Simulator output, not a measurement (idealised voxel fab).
A process module follows: voxel self aligned vias.
We display cut, a cross-section 140 nm in width whose square cells are each 5 nm.
When this document writes out a cross-section, it uses a grid of square cells and lists it as bands, beginning at the top and moving down, with a band standing for one or more rows of cells. Look at the band entry: it leads with the top's height and the bottom's height in nm. Then it lists the materials left to right, with a width in nm for each. The word "edge to edge" on a single material says that material fills the band edge to edge. The word "air" is empty space. Heads up on the height convention: 0 is the point under which the incoming wafer is all one material, and the lowest band has no bottom, it just keeps going down, like "0 nm and below". With a width like "30->40", each row of cells in the band differs from the next by the same amount, the top row carrying the first number and the bottom row the second. When a step is marked "nothing altered", none of the cells in the cross-section changed during that step. Heads up: "Closed internal cavities" only lists the empty pockets with no open path to the top that are 8 cells or more, and it writes them as width x height at distance, distance from the left edge, in nm. Past the settings on a step's line: simulator remark, on that step. "overlay nm", when on a step's line for a step with a mask, measures how far to the right of its planned place the mask lay; a negative measure means to the left.

Process steps - plan:
1. RECEIVE with material Si
2. CONFORMAL_DEP with material SiO2, thk nm 10
3. CONFORMAL_DEP with material SiCN, thk nm 5
4. DIRECTIONAL_DEP with material lowk, thk nm 20
5. MASKED_ETCH with tone open, mask id LINES, width nm 30, pitch nm 70, etch materials lowk, depth nm 20, overlay nm 0
6. CONFORMAL_DEP with material TiN, thk nm 5
7. FILL_DEP with material Ru, thk nm 5
8. CMP with height nm 35
9. SELECTIVE_ETCH with etch materials W Ru TiN, depth nm 5
10. FILL_DEP with material SiN, thk nm 10
11. CMP with height nm 35
12. DIRECTIONAL_DEP with material lowk, thk nm 20
13. PATTERN with tone open, mask id VIAS, material resist, width nm 40, thk nm 20, overlay nm 0
14. DIRECTIONAL_ETCH with etch materials lowk, depth nm 20
15. DIRECTIONAL_ETCH with etch materials SiN, depth nm 5
16. STRIP with etch materials resist
17. CONFORMAL_DEP with material TiN, thk nm 5
18. FILL_DEP with material Cu, thk nm 10
19. CMP with height nm 55
20. CONFORMAL_DEP with material SiCN, thk nm 5

Cross-section of the incoming wafer, state after step 1:
* 0 nm and below | Si edge to edge
* Closed internal cavities: none

As-planned run: cross-section of the first of two wafers at end of module:
* 60 nm to 55 nm | SiCN edge to edge
* 55 nm to 40 nm | lowk: 15; TiN: 5; Cu: 30; TiN: 5; lowk: 85
* 40 nm to 35 nm | lowk: 15; TiN: 10; Cu: 20; TiN: 10; lowk: 85
* 35 nm to 30 nm | lowk: 20; TiN: 30; lowk: 40; SiN: 30; lowk: 20
* 30 nm to 20 nm | lowk: 20; TiN: 5; Ru: 20; TiN: 5; lowk: 40; TiN: 5; Ru: 20; TiN: 5; lowk: 20
* 20 nm to 15 nm | lowk: 20; TiN: 30; lowk: 40; TiN: 30; lowk: 20
* 15 nm to 10 nm | SiCN edge to edge
* 10 nm to 0 nm | SiO2 edge to edge
* 0 nm and below | Si edge to edge
* Closed internal cavities: none

Second wafer at the end: like start, like plan, one mistake:
* 60 nm to 55 nm | SiCN edge to edge
* 55 nm to 40 nm | lowk: 15; TiN: 5; Cu: 30; TiN: 5; lowk: 85
* 40 nm to 35 nm | lowk: 15; TiN: 40; lowk: 85
* 35 nm to 30 nm | SiN: 15; TiN: 10; Ru: 20; TiN: 10; SiN: 35; TiN: 5; Ru: 20; TiN: 5; SiN: 20
* 30 nm to 20 nm | lowk: 20; TiN: 5; Ru: 20; TiN: 5; lowk: 40; TiN: 5; Ru: 20; TiN: 5; lowk: 20
* 20 nm to 15 nm | lowk: 20; TiN: 30; lowk: 40; TiN: 30; lowk: 20
* 15 nm to 10 nm | SiCN edge to edge
* 10 nm to 0 nm | SiO2 edge to edge
* 0 nm and below | Si edge to edge
* Closed internal cavities: none
The plan and the run diverged here: step 9 did not happen as planned, as run it was SELECTIVE_ETCH with etch materials lowk, depth nm 5
The final cell counts differ between the wafers, with the second having more or fewer of some materials than the first: -4 Cu | +8 Ru | +8 SiN | +4 TiN | -16 lowk
